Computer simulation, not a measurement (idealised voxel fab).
process module | voxel double patterning
cross-section cut | 160 nm wide | cells 5 nm
A cross-section is a grid of square cells, given in bands from the top down. A band is one or more rows of cells.
Each band's line starts with the height of the band's top and of its bottom, in nm. Then come its materials from left to right, each with its width in nm. One material with "throughout" fills the band from edge to edge. "air" is empty space.
Height 0 is the level under which the wafer as received is all one material. The lowest band goes on downwards, as in "0 down".
A width such as "30 to 40" changes by the same amount from each row of cells to the next, from the band's top row to its bottom row.
"no change" after a step means that no cell of the cross-section changed.
closed voids: empty space of 8 cells or more with no open way to the top, each as width x height at its distance from the left edge, in nm
after a step's settings: what the simulator itself notes on the step
overlay nm, on a step with a mask: how far to the right of its planned place the mask lay; to the left if negative
plan
1 op RECEIVE | material Si
2 op CONFORMAL_DEP | material SiO2 | thk nm 5
3 op DIRECTIONAL_DEP | material TiN | thk nm 10
4 op DIRECTIONAL_DEP | material SiCN | thk nm 5
5 op PATTERN | tone open | mask id FIRST | material resist | width nm 15 | pitch nm 50 | thk nm 20 | overlay nm 0
6 op DIRECTIONAL_ETCH | etch materials SiCN | depth nm 5
7 op STRIP | etch materials resist
8 op PATTERN | tone open | mask id SECOND | material resist | width nm 15 | thk nm 20 | overlay nm 0
9 op DIRECTIONAL_ETCH | etch materials SiCN | depth nm 5
10 op STRIP | etch materials resist
11 op DIRECTIONAL_ETCH | etch materials TiN | depth nm 10
12 op STRIP | etch materials SiCN
first wafer, as planned
as received, after step 1
  0 down: Si throughout
  closed voids: none
after step 2
  5 to 0: SiO2 throughout
  below 0: unchanged
after step 3
  15 to 5: TiN throughout
  below 5: unchanged
after step 4
  20 to 15: SiCN throughout
  below 15: unchanged
after step 5
  40 to 20: resist 45 | air 15 | resist 35 | air 15 | resist 50
  below 20: unchanged
after step 6
  40 to 20: resist 45 | air 15 | resist 35 | air 15 | resist 50
  20 to 15: SiCN 45 | air 15 | SiCN 35 | air 15 | SiCN 50
  below 15: unchanged
after step 7
  20 to 15: SiCN 45 | air 15 | SiCN 35 | air 15 | SiCN 50
  below 15: unchanged
after step 8
  40 to 20: resist 70 | air 15 | resist 75
  20 to 15: SiCN 45 | resist 15 | SiCN 35 | resist 15 | SiCN 50
  below 15: unchanged
after step 9
  40 to 20: resist 70 | air 15 | resist 75
  20 to 15: SiCN 45 | resist 15 | SiCN 10 | air 15 | SiCN 10 | resist 15 | SiCN 50
  below 15: unchanged
after step 10
  20 to 15: SiCN 45 | air 15 | SiCN 10 | air 15 | SiCN 10 | air 15 | SiCN 50
  below 15: unchanged
after step 11
  20 to 15: SiCN 45 | air 15 | SiCN 10 | air 15 | SiCN 10 | air 15 | SiCN 50
  15 to 5: TiN 45 | air 15 | TiN 10 | air 15 | TiN 10 | air 15 | TiN 50
  below 5: unchanged
after step 12
  15 to 5: TiN 45 | air 15 | TiN 10 | air 15 | TiN 10 | air 15 | TiN 50
  below 5: unchanged
second wafer: like start, like plan, one mistake. Through step 7 it matches the first wafer
when step 8 should have ended
  40 to 20: resist 75 | air 15 | resist 70
  20 to 15: SiCN 45 | resist 15 | SiCN 35 | resist 15 | SiCN 50
  below 15: unchanged
when step 9 should have ended
  40 to 20: resist 75 | air 15 | resist 70
  20 to 15: SiCN 45 | resist 15 | SiCN 15 | air 15 | SiCN 5 | resist 15 | SiCN 50
  below 15: unchanged
when step 10 should have ended
  20 to 15: SiCN 45 | air 15 | SiCN 15 | air 15 | SiCN 5 | air 15 | SiCN 50
  below 15: unchanged
when step 11 should have ended
  20 to 15: SiCN 45 | air 15 | SiCN 15 | air 15 | SiCN 5 | air 15 | SiCN 50
  15 to 5: TiN 45 | air 15 | TiN 15 | air 15 | TiN 5 | air 15 | TiN 50
  below 5: unchanged
when step 12 should have ended
  15 to 5: TiN 45 | air 15 | TiN 15 | air 15 | TiN 5 | air 15 | TiN 50
  below 5: unchanged
what went wrong: step 8 ran as: op PATTERN | tone open | mask id SECOND | material resist | width nm 15 | thk nm 20 | overlay nm 5
at the end the second wafer has, in cells: as many of each material as the first, in other places
